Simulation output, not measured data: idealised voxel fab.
process module | voxel tone inversion
cross-section cut | 195 nm wide | cells 5 nm
A cross-section is a grid of square cells, given in bands from the top down. A band is one or more rows of cells.
Each band's line starts with the height of the band's top and of its bottom, in nm. Then come its materials from left to right, each with its width in nm. One material with "throughout" fills the band from edge to edge. "air" is empty space.
Height 0 is the level under which the wafer as received is all one material. The lowest band goes on downwards, as in "0 down".
A width such as "30 to 40" changes by the same amount from each row of cells to the next, from the band's top row to its bottom row.
"no change" after a step means that no cell of the cross-section changed.
closed voids: empty space of 8 cells or more with no open way to the top, each as width x height at its distance from the left edge, in nm
after a step's settings: what the simulator itself notes on the step
overlay nm, on a step with a mask: how far to the right of its planned place the mask lay; to the left if negative
plan
1 op RECEIVE | material Si
2 op CONFORMAL_DEP | material SiCN | thk nm 10
3 op DIRECTIONAL_DEP | material aC | thk nm 15
4 op PATTERN | tone cover | mask id POSTS | material resist | width nm 25 | pitch nm 55 | thk nm 25 | overlay nm 0
5 op DIRECTIONAL_ETCH | etch materials aC | depth nm 15
6 op STRIP | etch materials resist
7 op FILL_DEP | material lowk | thk nm 5
8 op CMP | height nm 25
9 op STRIP | etch materials aC
as received, after step 1
  0 down: Si throughout
  closed voids: none
first wafer at the end, as planned
  25 to 10: lowk 30 | air 25 | lowk 30 | air 25 | lowk 30 | air 25 | lowk 30
  10 to 0: SiCN throughout
  0 down: Si throughout
  closed voids: none
second wafer at the end: like start, like plan, one mistake
  25 to 15: lowk 30 | air 25 | lowk 30 | air 25 | lowk 30 | air 25 | lowk 30
  15 to 0: SiCN throughout
  0 down: Si throughout
  closed voids: none
what went wrong: step 2 ran as: op CONFORMAL_DEP | material SiCN | thk nm 15
at the end the second wafer has, in cells: 39 more of SiCN | 24 fewer of lowk
